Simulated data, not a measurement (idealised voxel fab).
Title: Process Module voxel wiring stack
Section cut is 290 nm wide and gridded with 5 nm square cells.
Cross-section layout: square cells on a grid; listed as bands, top to bottom; a band spans one or more cell rows.
Quick guide to a band line: top height, bottom height (nm) up front; then every material left to right with its width in nm. Only one material and it's marked "full width"? Then it fills the band edge to edge. And "air" just means empty space.
Heights are expressed relative to 0, this being the level below which the as-received wafer comprises one material exclusively. The lowest band is unbounded in the downward direction and is denoted as in "top 0, no bottom".
When a width is written as two numbers, as in "30..40", the first number is the width in the top row of cells of the band and the second is the width in its bottom row, and the width changes by the same amount from each row to the next.
The designation "no change occurred", where it is given for a processing step, indicates that no cell of the cross-section was altered in the course of that step.
Closed-off voids of 8+ cells (no open route to the top) go in "Non-vented voids", written width x height at distance from the left edge, in nm.
On a step's line, text after the settings is the simulator commenting on that step.
"overlay nm", when on a step's line for a step with a mask, measures how far to the right of its planned place the mask lay; a negative measure means to the left.

## Listed below are the process steps as planned
1. RECEIVE | material Si
2. CONFORMAL_DEP | material SiO2 | thk nm 10
3. CONFORMAL_DEP | material SiN | thk nm 5
4. DIRECTIONAL_DEP | material lowk | thk nm 15
5. MASKED_ETCH | tone open | mask id METAL_1 | width nm 20 | pitch nm 50 | etch materials lowk | depth nm 15 | overlay nm 0
6. MASKED_ETCH | tone open | mask id METAL_1 | width nm 20 | pitch nm 50 | etch materials SiN | depth nm 5 | overlay nm 0
7. CONFORMAL_DEP | material TiN | thk nm 5
8. FILL_DEP | material Cu | thk nm 5
9. CMP | height nm 30
10. CONFORMAL_DEP | material SiCN | thk nm 5
11. DIRECTIONAL_DEP | material SiO2 | thk nm 30
12. PATTERN | tone open | mask id METAL_2_HOLES | material resist | width nm 15 | pitch nm 50 | thk nm 15 | overlay nm 0
13. DIRECTIONAL_ETCH | etch materials SiO2 | depth nm 30
14. STRIP | etch materials resist
15. MASKED_ETCH | tone open | mask id METAL_2 | width nm 20 | pitch nm 50 | etch materials SiO2 | depth nm 15 | overlay nm 0
16. MASKED_ETCH | tone open | mask id METAL_2 | width nm 20 | pitch nm 50 | etch materials SiCN | depth nm 5 | overlay nm 0
17. CONFORMAL_DEP | material TiN | thk nm 5
18. FILL_DEP | material Cu | thk nm 5
19. CMP | height nm 65
20. CONFORMAL_DEP | material SiCN | thk nm 5

## First wafer out of two, processed as planned

## Wafer at receipt (post step 1), cross-section
> top 0, no bottom: Si full width
> Non-vented voids: none

## After step 2: wafer cross-section
> top 10, bottom 0: SiO2 full width
> Nothing below the height 0 has changed.

## After step 3: wafer cross-section
> top 15, bottom 10: SiN full width
> Nothing below the height 10 has changed.

## After step 4: wafer cross-section
> top 30, bottom 15: lowk full width
> Nothing below the height 15 has changed.

## After step 5: wafer cross-section
> top 30, bottom 15: lowk=60 / air=20 / lowk=30 / air=20 / lowk=30 / air=20 / lowk=30 / air=20 / lowk=60
> Nothing below the height 15 has changed.

## After step 6: wafer cross-section
> top 30, bottom 15: lowk=60 / air=20 / lowk=30 / air=20 / lowk=30 / air=20 / lowk=30 / air=20 / lowk=60
> top 15, bottom 10: SiN=60 / air=20 / SiN=30 / air=20 / SiN=30 / air=20 / SiN=30 / air=20 / SiN=60
> Nothing below the height 10 has changed.

## After step 7: wafer cross-section
> top 35, bottom 30: TiN=65 / air=10 / TiN=40 / air=10 / TiN=40 / air=10 / TiN=40 / air=10 / TiN=65
> top 30, bottom 15: lowk=60 / TiN=5 / air=10 / TiN=5 / lowk=30 / TiN=5 / air=10 / TiN=5 / lowk=30 / TiN=5 / air=10 / TiN=5 / lowk=30 / TiN=5 / air=10 / TiN=5 / lowk=60
> top 15, bottom 10: SiN=60 / TiN=20 / SiN=30 / TiN=20 / SiN=30 / TiN=20 / SiN=30 / TiN=20 / SiN=60
> Nothing below the height 10 has changed.

## After step 8: wafer cross-section
> top 40, bottom 35: Cu full width
> top 35, bottom 30: TiN=65 / Cu=10 / TiN=40 / Cu=10 / TiN=40 / Cu=10 / TiN=40 / Cu=10 / TiN=65
> top 30, bottom 15: lowk=60 / TiN=5 / Cu=10 / TiN=5 / lowk=30 / TiN=5 / Cu=10 / TiN=5 / lowk=30 / TiN=5 / Cu=10 / TiN=5 / lowk=30 / TiN=5 / Cu=10 / TiN=5 / lowk=60
> Nothing below the height 15 has changed.

## After step 9: wafer cross-section
> top 30, bottom 15: lowk=60 / TiN=5 / Cu=10 / TiN=5 / lowk=30 / TiN=5 / Cu=10 / TiN=5 / lowk=30 / TiN=5 / Cu=10 / TiN=5 / lowk=30 / TiN=5 / Cu=10 / TiN=5 / lowk=60
> Nothing below the height 15 has changed.

## After step 10: wafer cross-section
> top 35, bottom 30: SiCN full width
> Nothing below the height 30 has changed.

## After step 11: wafer cross-section
> top 65, bottom 35: SiO2 full width
> Nothing below the height 35 has changed.

## After step 12: wafer cross-section
> top 80, bottom 65: resist=60 / air=15 / resist=35 / air=15 / resist=35 / air=15 / resist=35 / air=15 / resist=65
> Nothing below the height 65 has changed.

## After step 13: wafer cross-section
> top 80, bottom 65: resist=60 / air=15 / resist=35 / air=15 / resist=35 / air=15 / resist=35 / air=15 / resist=65
> top 65, bottom 35: SiO2=60 / air=15 / SiO2=35 / air=15 / SiO2=35 / air=15 / SiO2=35 / air=15 / SiO2=65
> Nothing below the height 35 has changed.

## After step 14: wafer cross-section
> top 65, bottom 35: SiO2=60 / air=15 / SiO2=35 / air=15 / SiO2=35 / air=15 / SiO2=35 / air=15 / SiO2=65
> Nothing below the height 35 has changed.

## After step 15: wafer cross-section
> top 65, bottom 50: SiO2=60 / air=20 / SiO2=30 / air=20 / SiO2=30 / air=20 / SiO2=30 / air=20 / SiO2=60
> Nothing below the height 50 has changed.

## After step 16: wafer cross-section
> top 65, bottom 50: SiO2=60 / air=20 / SiO2=30 / air=20 / SiO2=30 / air=20 / SiO2=30 / air=20 / SiO2=60
> top 50, bottom 35: SiO2=60 / air=15 / SiO2=35 / air=15 / SiO2=35 / air=15 / SiO2=35 / air=15 / SiO2=65
> top 35, bottom 30: SiCN=60 / air=15 / SiCN=35 / air=15 / SiCN=35 / air=15 / SiCN=35 / air=15 / SiCN=65
> Nothing below the height 30 has changed.

## After step 17: wafer cross-section
> top 70, bottom 65: TiN=65 / air=10 / TiN=40 / air=10 / TiN=40 / air=10 / TiN=40 / air=10 / TiN=65
> top 65, bottom 55: SiO2=60 / TiN=5 / air=10 / TiN=5 / SiO2=30 / TiN=5 / air=10 / TiN=5 / SiO2=30 / TiN=5 / air=10 / TiN=5 / SiO2=30 / TiN=5 / air=10 / TiN=5 / SiO2=60
> top 55, bottom 50: SiO2=60 / TiN=5 / air=5 / TiN=10 / SiO2=30 / TiN=5 / air=5 / TiN=10 / SiO2=30 / TiN=5 / air=5 / TiN=10 / SiO2=30 / TiN=5 / air=5 / TiN=10 / SiO2=60
> top 50, bottom 35: SiO2=60 / TiN=5 / air=5 / TiN=5 / SiO2=35 / TiN=5 / air=5 / TiN=5 / SiO2=35 / TiN=5 / air=5 / TiN=5 / SiO2=35 / TiN=5 / air=5 / TiN=5 / SiO2=65
> top 35, bottom 30: SiCN=60 / TiN=15 / SiCN=35 / TiN=15 / SiCN=35 / TiN=15 / SiCN=35 / TiN=15 / SiCN=65
> Nothing below the height 30 has changed.

## After step 18: wafer cross-section
> top 75, bottom 70: Cu full width
> top 70, bottom 65: TiN=65 / Cu=10 / TiN=40 / Cu=10 / TiN=40 / Cu=10 / TiN=40 / Cu=10 / TiN=65
> top 65, bottom 55: SiO2=60 / TiN=5 / Cu=10 / TiN=5 / SiO2=30 / TiN=5 / Cu=10 / TiN=5 / SiO2=30 / TiN=5 / Cu=10 / TiN=5 / SiO2=30 / TiN=5 / Cu=10 / TiN=5 / SiO2=60
> top 55, bottom 50: SiO2=60 / TiN=5 / Cu=5 / TiN=10 / SiO2=30 / TiN=5 / Cu=5 / TiN=10 / SiO2=30 / TiN=5 / Cu=5 / TiN=10 / SiO2=30 / TiN=5 / Cu=5 / TiN=10 / SiO2=60
> top 50, bottom 35: SiO2=60 / TiN=5 / Cu=5 / TiN=5 / SiO2=35 / TiN=5 / Cu=5 / TiN=5 / SiO2=35 / TiN=5 / Cu=5 / TiN=5 / SiO2=35 / TiN=5 / Cu=5 / TiN=5 / SiO2=65
> Nothing below the height 35 has changed.

## After step 19: wafer cross-section
> top 65, bottom 55: SiO2=60 / TiN=5 / Cu=10 / TiN=5 / SiO2=30 / TiN=5 / Cu=10 / TiN=5 / SiO2=30 / TiN=5 / Cu=10 / TiN=5 / SiO2=30 / TiN=5 / Cu=10 / TiN=5 / SiO2=60
> Nothing below the height 55 has changed.

## After step 20: wafer cross-section
> top 70, bottom 65: SiCN full width
> Nothing below the height 65 has changed.

## The remaining wafer, second of the two, started like the first and was run to the same plan, except that one mistake was made along the way; the two coincide through step 2, inclusive

Second wafer, cross-section, planned end of step 3: no change occurred

## Second wafer, cross-section, planned end of step 4
> top 25, bottom 10: lowk full width
> Nothing below the height 10 has changed.

## Second wafer, cross-section, planned end of step 5
> top 25, bottom 10: lowk=60 / air=20 / lowk=30 / air=20 / lowk=30 / air=20 / lowk=30 / air=20 / lowk=60
> Nothing below the height 10 has changed.

Second wafer, cross-section, planned end of step 6: no change occurred

## Second wafer, cross-section, planned end of step 7
> top 30, bottom 25: TiN=65 / air=10 / TiN=40 / air=10 / TiN=40 / air=10 / TiN=40 / air=10 / TiN=65
> top 25, bottom 15: lowk=60 / TiN=5 / air=10 / TiN=5 / lowk=30 / TiN=5 / air=10 / TiN=5 / lowk=30 / TiN=5 / air=10 / TiN=5 / lowk=30 / TiN=5 / air=10 / TiN=5 / lowk=60
> top 15, bottom 10: lowk=60 / TiN=20 / lowk=30 / TiN=20 / lowk=30 / TiN=20 / lowk=30 / TiN=20 / lowk=60
> Nothing below the height 10 has changed.

## Second wafer, cross-section, planned end of step 8
> top 35, bottom 30: Cu full width
> top 30, bottom 25: TiN=65 / Cu=10 / TiN=40 / Cu=10 / TiN=40 / Cu=10 / TiN=40 / Cu=10 / TiN=65
> top 25, bottom 15: lowk=60 / TiN=5 / Cu=10 / TiN=5 / lowk=30 / TiN=5 / Cu=10 / TiN=5 / lowk=30 / TiN=5 / Cu=10 / TiN=5 / lowk=30 / TiN=5 / Cu=10 / TiN=5 / lowk=60
> Nothing below the height 15 has changed.

## Second wafer, cross-section, planned end of step 9
> top 30, bottom 25: TiN=65 / Cu=10 / TiN=40 / Cu=10 / TiN=40 / Cu=10 / TiN=40 / Cu=10 / TiN=65
> Nothing below the height 25 has changed.

## Second wafer, cross-section, planned end of step 10
> top 35, bottom 30: SiCN full width
> Nothing below the height 30 has changed.

## Second wafer, cross-section, planned end of step 11
> top 65, bottom 35: SiO2 full width
> Nothing below the height 35 has changed.

## Second wafer, cross-section, planned end of step 12
> top 80, bottom 65: resist=60 / air=15 / resist=35 / air=15 / resist=35 / air=15 / resist=35 / air=15 / resist=65
> Nothing below the height 65 has changed.

## Second wafer, cross-section, planned end of step 13
> top 80, bottom 65: resist=60 / air=15 / resist=35 / air=15 / resist=35 / air=15 / resist=35 / air=15 / resist=65
> top 65, bottom 35: SiO2=60 / air=15 / SiO2=35 / air=15 / SiO2=35 / air=15 / SiO2=35 / air=15 / SiO2=65
> Nothing below the height 35 has changed.

## Second wafer, cross-section, planned end of step 14
> top 65, bottom 35: SiO2=60 / air=15 / SiO2=35 / air=15 / SiO2=35 / air=15 / SiO2=35 / air=15 / SiO2=65
> Nothing below the height 35 has changed.

## Second wafer, cross-section, planned end of step 15
> top 65, bottom 50: SiO2=60 / air=20 / SiO2=30 / air=20 / SiO2=30 / air=20 / SiO2=30 / air=20 / SiO2=60
> Nothing below the height 50 has changed.

## Second wafer, cross-section, planned end of step 16
> top 65, bottom 50: SiO2=60 / air=20 / SiO2=30 / air=20 / SiO2=30 / air=20 / SiO2=30 / air=20 / SiO2=60
> top 50, bottom 35: SiO2=60 / air=15 / SiO2=35 / air=15 / SiO2=35 / air=15 / SiO2=35 / air=15 / SiO2=65
> top 35, bottom 30: SiCN=60 / air=15 / SiCN=35 / air=15 / SiCN=35 / air=15 / SiCN=35 / air=15 / SiCN=65
> Nothing below the height 30 has changed.

## Second wafer, cross-section, planned end of step 17
> top 70, bottom 65: TiN=65 / air=10 / TiN=40 / air=10 / TiN=40 / air=10 / TiN=40 / air=10 / TiN=65
> top 65, bottom 55: SiO2=60 / TiN=5 / air=10 / TiN=5 / SiO2=30 / TiN=5 / air=10 / TiN=5 / SiO2=30 / TiN=5 / air=10 / TiN=5 / SiO2=30 / TiN=5 / air=10 / TiN=5 / SiO2=60
> top 55, bottom 50: SiO2=60 / TiN=5 / air=5 / TiN=10 / SiO2=30 / TiN=5 / air=5 / TiN=10 / SiO2=30 / TiN=5 / air=5 / TiN=10 / SiO2=30 / TiN=5 / air=5 / TiN=10 / SiO2=60
> top 50, bottom 35: SiO2=60 / TiN=5 / air=5 / TiN=5 / SiO2=35 / TiN=5 / air=5 / TiN=5 / SiO2=35 / TiN=5 / air=5 / TiN=5 / SiO2=35 / TiN=5 / air=5 / TiN=5 / SiO2=65
> top 35, bottom 30: SiCN=60 / TiN=15 / SiCN=35 / TiN=15 / SiCN=35 / TiN=15 / SiCN=35 / TiN=15 / SiCN=65
> Nothing below the height 30 has changed.

## Second wafer, cross-section, planned end of step 18
> top 75, bottom 70: Cu full width
> top 70, bottom 65: TiN=65 / Cu=10 / TiN=40 / Cu=10 / TiN=40 / Cu=10 / TiN=40 / Cu=10 / TiN=65
> top 65, bottom 55: SiO2=60 / TiN=5 / Cu=10 / TiN=5 / SiO2=30 / TiN=5 / Cu=10 / TiN=5 / SiO2=30 / TiN=5 / Cu=10 / TiN=5 / SiO2=30 / TiN=5 / Cu=10 / TiN=5 / SiO2=60
> top 55, bottom 50: SiO2=60 / TiN=5 / Cu=5 / TiN=10 / SiO2=30 / TiN=5 / Cu=5 / TiN=10 / SiO2=30 / TiN=5 / Cu=5 / TiN=10 / SiO2=30 / TiN=5 / Cu=5 / TiN=10 / SiO2=60
> top 50, bottom 35: SiO2=60 / TiN=5 / Cu=5 / TiN=5 / SiO2=35 / TiN=5 / Cu=5 / TiN=5 / SiO2=35 / TiN=5 / Cu=5 / TiN=5 / SiO2=35 / TiN=5 / Cu=5 / TiN=5 / SiO2=65
> Nothing below the height 35 has changed.

## Second wafer, cross-section, planned end of step 19
> top 65, bottom 55: SiO2=60 / TiN=5 / Cu=10 / TiN=5 / SiO2=30 / TiN=5 / Cu=10 / TiN=5 / SiO2=30 / TiN=5 / Cu=10 / TiN=5 / SiO2=30 / TiN=5 / Cu=10 / TiN=5 / SiO2=60
> Nothing below the height 55 has changed.

## Second wafer, cross-section, planned end of step 20
> top 70, bottom 65: SiCN full width
> Nothing below the height 65 has changed.
What broke from the plan during processing? step 3 of the plan did not run at all; it was left out
Per the end-of-run cell counts, the second wafer holds more or fewer of some materials than the first: -42 SiN; +42 TiN
